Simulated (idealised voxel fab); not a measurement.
The process module presented herein is designated voxel ribs on slabs.
The width of the displayed cross-section, cut, is 280 nm; its cells are square, with a size of 5 nm.
Heads up, the way a cross-section reads in here is a grid of square cells, handed over as bands from the top down, with every band being one or more rows of cells.
Per band: top height and bottom height in nm, followed by the left-to-right materials and their widths in nm; "edge to edge" marks a single material spanning edge to edge, "blank" marks empty space.
Height is counted from the level 0, under which the received wafer is composed throughout of one material. The lowest of the bands is not closed at the bottom but continues downward, in the notation "from 0 down".
Width: "30..40" (first number = top row, second number = bottom row, same change from row to row of cells).
It should be understood that the words "all unchanged", when stated for a given step, signify that the cross-section underwent no change in any of its cells during that step.
You'll see "Sealed internal cavities" listing empty spaces that have no way open to the top, as long as they're 8 cells or more; the notation is width x height at distance, where the distance is from the left edge, and all of it is in nm.
If you see something after the settings on a step's line, that's the simulator's own remark about that step.
overlay nm: where the mask lay relative to plan, measured to the right, on steps with a mask; negatives go left.

## Planned process steps
step 1: RECEIVE | material Si
step 2: DIRECTIONAL_DEP | material SiO2 | thk nm 20
step 3: DIRECTIONAL_DEP | material SiN | thk nm 15
step 4: PATTERN | tone cover | mask id RIB | material resist | width nm 15 | thk nm 15 | overlay nm 0
step 5: DIRECTIONAL_ETCH | etch materials SiN | depth nm 5
step 6: STRIP | etch materials resist
step 7: DIRECTIONAL_DEP | material aC | thk nm 10
step 8: PATTERN | tone cover | mask id SLAB | material resist | width nm 65 | thk nm 25 | overlay nm 0
step 9: DIRECTIONAL_ETCH | etch materials aC | depth nm 10
step 10: STRIP | etch materials resist
step 11: DIRECTIONAL_ETCH | etch materials SiN | depth nm 10
step 12: STRIP | etch materials aC
step 13: FILL_DEP | material SiO2 | thk nm 15
step 14: CMP | height nm 45
step 15: DIRECTIONAL_DEP | material W | thk nm 5
step 16: PATTERN | tone cover | mask id HEATER | material resist | width nm 25 | thk nm 20 | overlay nm 0
step 17: DIRECTIONAL_ETCH | etch materials W | depth nm 5
step 18: STRIP | etch materials resist
step 19: CONFORMAL_DEP | material SiO2 | thk nm 5

## Wafer cross-section on receipt, i.e. after step 1
* from 0 down: Si edge to edge
* Sealed internal cavities: none

## Look at the cross-section after the module: the wafer started out the way shown above and the plan was the one shown above, yet one mistake was made along the way
* from 55 to 50: 120 nm blank, then 35 nm SiO2, then 125 nm blank
* from 50 to 45: 125 nm SiO2, then 25 nm W, then 130 nm SiO2
* from 45 to 35: 105 nm SiO2, then 65 nm SiN, then 110 nm SiO2
* from 35 to 20: SiN edge to edge
* from 20 to 0: SiO2 edge to edge
* from 0 down: Si edge to edge
* Sealed internal cavities: none
Where did the run depart from the plan? heads up, step 3 of the plan got done twice
